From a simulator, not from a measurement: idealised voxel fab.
Process module in this document: voxel tone inversion
Section cut is 170 nm wide and gridded with 5 nm square cells.
The cross-sections in this document take the form of a grid made of square cells. They are written out as bands, in order from top to bottom. Each band consists of one or more rows of cells. Top height, bottom height, nm. Materials left to right, width each, nm. Single material + "throughout" = fills band edge to edge. "blank" = empty. Counting heights begins at 0, where everything beneath is, in the wafer as received, one material. The lowest band has no bottom; it goes on downwards, as "0 nm and below" shows. Read "30->40" as a graded width: first number on top, second number at the bottom, same change between each pair of neighbouring rows. The cross-section has no changed cell in any step marked "all unchanged". For the entry "Closed cavities", the listed items are empty spaces with no open way to the top whose size is 8 cells or more; each item follows the pattern width x height at distance, where distance is from the left edge and all three are in nm. Formally, on a step line, whatever follows the settings is a remark that the simulator itself makes on the step. overlay nm: mask offset rightward from planned place, masked step; negative means leftward offset.
### Process steps (planned)
step 1: RECEIVE | material Si
step 2: CONFORMAL_DEP | material SiN | thk nm 10
step 3: DIRECTIONAL_DEP | material aC | thk nm 25
step 4: PATTERN | tone cover | mask id POSTS | material resist | width nm 25 | pitch nm 40 | thk nm 30 | overlay nm 0
step 5: DIRECTIONAL_ETCH | etch materials aC | depth nm 25
step 6: STRIP | etch materials resist
step 7: FILL_DEP | material lowk | thk nm 10
step 8: CMP | height nm 35
step 9: STRIP | etch materials aC
step 10: CONFORMAL_DEP | material TiN | thk nm 5
step 11: FILL_DEP | material Ru | thk nm 10
step 12: CMP | height nm 35
step 13: CONFORMAL_DEP | material SiCN | thk nm 5
### Cross-section of the wafer upon arrival, representing the state reached after step 1
- 0 nm and below  Si throughout
- Closed cavities: none
### Post-module cross-section: identical start and plan to those above, one misstep in execution
- 40 nm to 35 nm  SiCN throughout
- 35 nm to 15 nm  lowk=20 / TiN=5 / Ru=15 / TiN=5 / lowk=15 / TiN=5 / Ru=15 / TiN=5 / lowk=15 / TiN=5 / Ru=15 / TiN=5 / lowk=45
- 15 nm to 10 nm  lowk=20 / TiN=25 / lowk=15 / TiN=25 / lowk=15 / TiN=25 / lowk=45
- 10 nm to 0 nm  SiN throughout
- 0 nm and below  Si throughout
- Closed cavities: none
Run error: step 4 deviated from plan and actually ran as PATTERN | tone cover | mask id POSTS | material resist | width nm 25 | pitch nm 40 | thk nm 30 | overlay nm -10
